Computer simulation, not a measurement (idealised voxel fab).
The following is a process module called voxel ribs on slabs.
This is section cut - it's 190 nm across, gridded in 5 nm square cells.
Cross-section spec: square-cell grid; bands listed top down; each band is one or more rows.
It is stipulated that each band's entry specify, in nanometres, the height of the top of the band and then that of its bottom, followed by the materials of the band in left-to-right sequence, each together with its width in nanometres. A single material marked by the word "everywhere" is understood to fill the band from edge to edge; the word "air" is understood to denote empty space.
Basically, 0 is our baseline, since under it the wafer straight out of the box is all one material. The bottom band has no lower end and keeps on going down, so it looks like "0 down".
With a width like "30->40", each row of cells in the band differs from the next by the same amount, the top row carrying the first number and the bottom row the second.
The cross-section has no changed cell in any step marked "stayed the same".
"Closed internal voids": empty spaces of 8 cells or more with no open way to the top, each given as width x height at distance, distance from the left edge, all in nm.
after a step's settings: what the simulator itself notes on the step
overlay nm: where the mask lay relative to plan, measured to the right, on steps with a mask; negatives go left.

-- The planned process steps are enumerated hereunder
1,RECEIVE [material Si]
2,DIRECTIONAL_DEP [material SiO2] [thk nm 20]
3,DIRECTIONAL_DEP [material polySi] [thk nm 5]
4,MASKED_ETCH [tone cover] [mask id RIB] [width nm 30] [etch materials polySi] [depth nm 5] [overlay nm 0]
5,DIRECTIONAL_DEP [material aC] [thk nm 15]
6,PATTERN [tone cover] [mask id SLAB] [material resist] [width nm 70] [thk nm 30] [overlay nm 0]
7,DIRECTIONAL_ETCH [etch materials aC] [depth nm 15]
8,STRIP [etch materials resist]
9,DIRECTIONAL_ETCH [etch materials polySi] [depth nm 10]
10,STRIP [etch materials aC]
11,FILL_DEP [material SiO2] [thk nm 30]
12,CMP [height nm 55]
13,DIRECTIONAL_DEP [material W] [thk nm 10]
14,PATTERN [tone cover] [mask id HEATER] [material resist] [width nm 40] [thk nm 20] [overlay nm 0]
15,DIRECTIONAL_ETCH [etch materials W] [depth nm 10]
16,STRIP [etch materials resist]
17,CONFORMAL_DEP [material SiN] [thk nm 5]
Don't read the plan's thk nm for step 3 as applying to every wafer: that's the first wafer's value, and the wafers differ in it, though they all start identical.

-- Cross-section of the first of several wafers on receipt, reflecting completion of step 1
- 0 down  Si everywhere
- Closed internal voids: none

-- Gained (+) or lost (-) cells of each material since receipt, then closed voids: one row per wafer, at the end of the module
thk nm 5 | +42 SiN | +412 SiO2 | +16 W | +6 polySi | Closed internal voids: none
thk nm 10 | +42 SiN | +398 SiO2 | +16 W | +20 polySi | Closed internal voids: none
thk nm 15 | +42 SiN | +384 SiO2 | +16 W | +34 polySi | Closed internal voids: none
thk nm 20 | +42 SiN | +346 SiO2 | +16 W | +72 polySi | Closed internal voids: none
thk nm 25 | +42 SiN | +308 SiO2 | +16 W | +110 polySi | Closed internal voids: none
thk nm 30 | +42 SiN | +270 SiO2 | +16 W | +148 polySi | Closed internal voids: none
